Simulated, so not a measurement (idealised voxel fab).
Process module in this document: voxel transistor to metal
cross-section cut | 200 nm wide | cells 5 nm
In what follows, cross-sections appear as grids of square cells, described through bands that run from the top down, where every band is one or more rows of cells. Band entry format. Leading values: height of top, height of bottom, nm. Remainder: materials in left-to-right order, each with its width in nm. Special words: "edge to edge" on a single material, which then fills the band edge to edge; "air", empty space. Measure heights from 0. That's the level where, below it, the as-received wafer is all one material. The lowest band is bottomless and extends downward; write it as in "0..down". Think of "30->40" as a width that walks from the first number to the second as you go down the band, top row to bottom row, taking equal-sized steps from row to row. Reading "nothing different" for a step: not a cell of the cross-section changed in it. If an empty space has no open way to the top and is at least 8 cells in size, "Trapped void list" lists it, written width x height at distance, where distance is measured from the left edge and every value is in nm. On a step's line, text after the settings is the simulator commenting on that step. The optional step-line setting "overlay nm" applies to steps with a mask and quantifies how far to the right of its planned location the mask lay, a negative value indicating leftward placement. Before/after cross-section pairs, one process step each; after shown to lowest changed band; step and settings beneath. Pairs may be from different runs of this module on the same starting wafer; a pair continues from the one above only where its "Pre-step snapshot" entry says so.

[Pre-step snapshot]
85..60  air 50; resist 20; air 60; resist 20; air 50
60..50  aC edge to edge
50..30  W edge to edge
30..25  TiN edge to edge
25..10  SiO2 50; TiN 5; W 10; TiN 5; SiO2 60; TiN 5; W 10; TiN 5; SiO2 50
10..5  SiO2 50; TiN 5; W 5; TiN 10; SiO2 5; SiN 10; HfO2 5; TiN 5; W 10; TiN 5; HfO2 5; SiN 10; SiO2 5; TiN 10; W 5; TiN 5; SiO2 50
5..0  SiO2 50; TiN 15; SiGe 10; SiN 10; HfO2 5; TiN 20; HfO2 5; SiN 10; SiGe 10; TiN 15; SiO2 50
0..-5  SiO2 30; SiGe 10; SiN 10; SiGe 25; SiO2 5; HfO2 40; SiO2 5; SiGe 25; SiN 10; SiGe 10; SiO2 30
-5..-10  SiO2 30; SiGe 10; SiO2 15; SiGe 20; Si 50; SiGe 20; SiO2 15; SiGe 10; SiO2 30
-10..-15  SiGe 40; Si 15; SiGe 20; Si 50; SiGe 20; Si 15; SiGe 40
-15..-20  SiGe 40; Si 120; SiGe 40
-20..down  Si edge to edge
Trapped void list: none

[Structure After Step]
75..60  air 50; resist 20; air 60; resist 20; air 50
60..50  air 50; aC 20; air 60; aC 20; air 50
Anything lower than 50 is untouched.
Trapped void list: none
Quick note on the step between the two cross-sections above: DIRECTIONAL_ETCH: etch materials aC, depth nm 10

Pre-step snapshot: the cross-section after the pair above

[Structure After Step]
60..50  air 50; aC 20; air 60; aC 20; air 50
Anything lower than 50 is untouched.
Trapped void list: none
Quick note on the step between the two cross-sections above: STRIP: etch materials resist

Pre-step snapshot: the cross-section after the pair above

[Structure After Step]
60..50  air 50; aC 20; air 60; aC 20; air 50
50..30  air 50; W 20; air 60; W 20; air 50
Anything lower than 30 is untouched.
Trapped void list: none
Quick note on the step between the two cross-sections above: DIRECTIONAL_ETCH: etch materials W, depth nm 20

Pre-step snapshot: the cross-section after the pair above

[Structure After Step]
60..50  air 50; aC 20; air 60; aC 20; air 50
50..30  air 50; W 20; air 60; W 20; air 50
30..25  air 50; TiN 20; air 60; TiN 20; air 50
Anything lower than 25 is untouched.
Trapped void list: none
Quick note on the step between the two cross-sections above: DIRECTIONAL_ETCH: etch materials TiN, depth nm 5

Pre-step snapshot: the cross-section after the pair above

[Structure After Step]
50..30  air 50; W 20; air 60; W 20; air 50
Anything lower than 30 is untouched.
Trapped void list: none
Quick note on the step between the two cross-sections above: STRIP: etch materials aC

Pre-step snapshot: the cross-section after the pair above

[Structure After Step]
55..50  air 45; SiN 30; air 50; SiN 30; air 45
50..30  air 45; SiN 5; W 20; SiN 5; air 50; SiN 5; W 20; SiN 5; air 45
30..25  SiN 50; TiN 20; SiN 60; TiN 20; SiN 50
Anything lower than 25 is untouched.
Trapped void list: none
Quick note on the step between the two cross-sections above: CONFORMAL_DEP: material SiN, thk nm 5

Pre-step snapshot: the cross-section after the pair above

[Structure After Step]
65..55  SiO2 edge to edge
55..50  SiO2 45; SiN 30; SiO2 50; SiN 30; SiO2 45
50..30  SiO2 45; SiN 5; W 20; SiN 5; SiO2 50; SiN 5; W 20; SiN 5; SiO2 45
Anything lower than 30 is untouched.
Trapped void list: none
Quick note on the step between the two cross-sections above: FILL_DEP: material SiO2, thk nm 10

Pre-step snapshot: the cross-section after the pair above

[Structure After Step]
50..30  SiO2 45; SiN 5; W 20; SiN 5; SiO2 50; SiN 5; W 20; SiN 5; SiO2 45
Anything lower than 30 is untouched.
Trapped void list: none
Quick note on the step between the two cross-sections above: CMP: height nm 50

Pre-step snapshot: the cross-section after the pair above

[Structure After Step]
55..50  SiN edge to edge
Anything lower than 50 is untouched.
Trapped void list: none
Quick note on the step between the two cross-sections above: CONFORMAL_DEP: material SiN, thk nm 5
